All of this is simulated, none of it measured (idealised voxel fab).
The name of this process module is voxel quadruple lines.
The width of the displayed cross-section, cut, is 280 nm; its cells are square, with a size of 5 nm.
A cross-section is a grid of square cells, given in bands from the top down. A band is one or more rows of cells.
This entry defines a band. It first specifies the height of the band's top and the height of its bottom in nm, and then specifies the band's materials from left to right, stating each material with its width in nm. The word "full width" identifies a single material that fills the band from edge to edge, while the word "blank" identifies empty space.
Heights are expressed relative to 0, this being the level below which the as-received wafer comprises one material exclusively. The lowest band is unbounded in the downward direction and is denoted as in "0..down".
So if you see something like "30->40" for the width, read it as the top row of the band sitting at the first number and the bottom row at the second, with every row in between moving by the same amount as the last.
No cell of the cross-section changed in a step that is given as "same as before".
Basically, "Unvented cavities" tells you about the enclosed voids: empty spaces with no open way to the top, 8 cells or bigger, each written width x height at distance, where distance is from the left edge, all in nm.
Note: text after step settings on the step line = simulator remark on that step.
overlay nm, on a step with a mask: how far to the right of its planned place the mask lay; to the left if negative

-- Process steps foreseen in the plan
| 1 | RECEIVE | material Si |
| 2 | CONFORMAL_DEP | material SiO2 | thk nm 5 |
| 3 | DIRECTIONAL_DEP | material W | thk nm 10 |
| 4 | DIRECTIONAL_DEP | material polySi | thk nm 15 |
| 5 | DIRECTIONAL_DEP | material aC | thk nm 25 |
| 6 | PATTERN | tone cover | mask id MANDREL | material resist | width nm 30 | thk nm 35 | overlay nm 0 |
| 7 | DIRECTIONAL_ETCH | etch materials aC | depth nm 25 |
| 8 | STRIP | etch materials resist |
| 9 | CONFORMAL_DEP | material SiO2 | thk nm 10 |
| 10 | DIRECTIONAL_ETCH | etch materials SiO2 | depth nm 10 |
| 11 | STRIP | etch materials aC |
| 12 | DIRECTIONAL_ETCH | etch materials polySi | depth nm 15 |
| 13 | STRIP | etch materials SiO2 |
| 14 | CONFORMAL_DEP | material SiN | thk nm 10 |
| 15 | DIRECTIONAL_ETCH | etch materials SiN | depth nm 10 |
| 16 | STRIP | etch materials polySi |
| 17 | DIRECTIONAL_ETCH | etch materials W | depth nm 10 |
| 18 | STRIP | etch materials SiN |

-- Below: the first of two wafers, run as planned

-- Wafer at receipt (post step 1), cross-section
0..down | Si full width
Unvented cavities: none

-- The wafer, seen in cross-section, after step 2
5..0 | SiO2 full width
Below 0, the layers are the same as they were.

-- The wafer, seen in cross-section, after step 3
15..5 | W full width
Below 5, the layers are the same as they were.

-- The wafer, seen in cross-section, after step 4
30..15 | polySi full width
Below 15, the layers are the same as they were.

-- The wafer, seen in cross-section, after step 5
55..30 | aC full width
Below 30, the layers are the same as they were.

-- The wafer, seen in cross-section, after step 6
90..55 | blank 125 / resist 30 / blank 125
Below 55, the layers are the same as they were.

-- The wafer, seen in cross-section, after step 7
65..55 | blank 125 / resist 30 / blank 125
55..30 | blank 125 / aC 30 / blank 125
Below 30, the layers are the same as they were.

-- The wafer, seen in cross-section, after step 8
55..30 | blank 125 / aC 30 / blank 125
Below 30, the layers are the same as they were.

-- The wafer, seen in cross-section, after step 9
65..55 | blank 115 / SiO2 50 / blank 115
55..40 | blank 115 / SiO2 10 / aC 30 / SiO2 10 / blank 115
40..30 | SiO2 125 / aC 30 / SiO2 125
Below 30, the layers are the same as they were.

-- The wafer, seen in cross-section, after step 10
55..30 | blank 115 / SiO2 10 / aC 30 / SiO2 10 / blank 115
Below 30, the layers are the same as they were.

-- The wafer, seen in cross-section, after step 11
55..30 | blank 115 / SiO2 10 / blank 30 / SiO2 10 / blank 115
Below 30, the layers are the same as they were.

-- The wafer, seen in cross-section, after step 12
55..30 | blank 115 / SiO2 10 / blank 30 / SiO2 10 / blank 115
30..15 | blank 115 / polySi 10 / blank 30 / polySi 10 / blank 115
Below 15, the layers are the same as they were.

-- The wafer, seen in cross-section, after step 13
30..15 | blank 115 / polySi 10 / blank 30 / polySi 10 / blank 115
Below 15, the layers are the same as they were.

-- The wafer, seen in cross-section, after step 14
40..30 | blank 105 / SiN 30 / blank 10 / SiN 30 / blank 105
30..25 | blank 105 / SiN 10 / polySi 10 / SiN 10 / blank 10 / SiN 10 / polySi 10 / SiN 10 / blank 105
25..15 | SiN 115 / polySi 10 / SiN 30 / polySi 10 / SiN 115
Below 15, the layers are the same as they were.

-- The wafer, seen in cross-section, after step 15
30..15 | blank 105 / SiN 10 / polySi 10 / SiN 10 / blank 10 / SiN 10 / polySi 10 / SiN 10 / blank 105
Below 15, the layers are the same as they were.

-- The wafer, seen in cross-section, after step 16
30..15 | blank 105 / SiN 10 / blank 10 / SiN 10 / blank 10 / SiN 10 / blank 10 / SiN 10 / blank 105
Below 15, the layers are the same as they were.

-- The wafer, seen in cross-section, after step 17
30..15 | blank 105 / SiN 10 / blank 10 / SiN 10 / blank 10 / SiN 10 / blank 10 / SiN 10 / blank 105
15..5 | blank 105 / W 10 / blank 10 / W 10 / blank 10 / W 10 / blank 10 / W 10 / blank 105
Below 5, the layers are the same as they were.

-- The wafer, seen in cross-section, after step 18
15..5 | blank 105 / W 10 / blank 10 / W 10 / blank 10 / W 10 / blank 10 / W 10 / blank 105
Below 5, the layers are the same as they were.

-- Companion wafer, the second of two: same beginning, same intended sequence, one mistake in carrying it out; through step 5 inclusive it tracks the first exactly

-- Here is the second wafer in cross-section at the point where step 6 of the plan should have been done
90..55 | blank 130 / resist 20 / blank 130
Below 55, the layers are the same as they were.

-- Here is the second wafer in cross-section at the point where step 7 of the plan should have been done
65..55 | blank 130 / resist 20 / blank 130
55..30 | blank 130 / aC 20 / blank 130
Below 30, the layers are the same as they were.

-- Here is the second wafer in cross-section at the point where step 8 of the plan should have been done
55..30 | blank 130 / aC 20 / blank 130
Below 30, the layers are the same as they were.

-- Here is the second wafer in cross-section at the point where step 9 of the plan should have been done
65..55 | blank 120 / SiO2 40 / blank 120
55..40 | blank 120 / SiO2 10 / aC 20 / SiO2 10 / blank 120
40..30 | SiO2 130 / aC 20 / SiO2 130
Below 30, the layers are the same as they were.

-- Here is the second wafer in cross-section at the point where step 10 of the plan should have been done
55..30 | blank 120 / SiO2 10 / aC 20 / SiO2 10 / blank 120
Below 30, the layers are the same as they were.

-- Here is the second wafer in cross-section at the point where step 11 of the plan should have been done
55..30 | blank 120 / SiO2 10 / blank 20 / SiO2 10 / blank 120
Below 30, the layers are the same as they were.

-- Here is the second wafer in cross-section at the point where step 12 of the plan should have been done
55..30 | blank 120 / SiO2 10 / blank 20 / SiO2 10 / blank 120
30..15 | blank 120 / polySi 10 / blank 20 / polySi 10 / blank 120
Below 15, the layers are the same as they were.

-- Here is the second wafer in cross-section at the point where step 13 of the plan should have been done
30..15 | blank 120 / polySi 10 / blank 20 / polySi 10 / blank 120
Below 15, the layers are the same as they were.

-- Here is the second wafer in cross-section at the point where step 14 of the plan should have been done
40..30 | blank 110 / SiN 60 / blank 110
30..25 | blank 110 / SiN 10 / polySi 10 / SiN 20 / polySi 10 / SiN 10 / blank 110
25..15 | SiN 120 / polySi 10 / SiN 20 / polySi 10 / SiN 120
Below 15, the layers are the same as they were.

-- Here is the second wafer in cross-section at the point where step 15 of the plan should have been done
30..15 | blank 110 / SiN 10 / polySi 10 / SiN 20 / polySi 10 / SiN 10 / blank 110
Below 15, the layers are the same as they were.

-- Here is the second wafer in cross-section at the point where step 16 of the plan should have been done
30..15 | blank 110 / SiN 10 / blank 10 / SiN 20 / blank 10 / SiN 10 / blank 110
Below 15, the layers are the same as they were.

-- Here is the second wafer in cross-section at the point where step 17 of the plan should have been done
30..15 | blank 110 / SiN 10 / blank 10 / SiN 20 / blank 10 / SiN 10 / blank 110
15..5 | blank 110 / W 10 / blank 10 / W 20 / blank 10 / W 10 / blank 110
Below 5, the layers are the same as they were.

-- Here is the second wafer in cross-section at the point where step 18 of the plan should have been done
15..5 | blank 110 / W 10 / blank 10 / W 20 / blank 10 / W 10 / blank 110
Below 5, the layers are the same as they were.
It is concluded that the wafer was processed incorrectly with respect to the plan, in that step 6 deviated from plan and actually ran as PATTERN | tone cover | mask id MANDREL | material resist | width nm 20 | thk nm 35 | overlay nm 0
At the close, every material occupies the same number of cells on the second wafer as on the first, only in different positions.
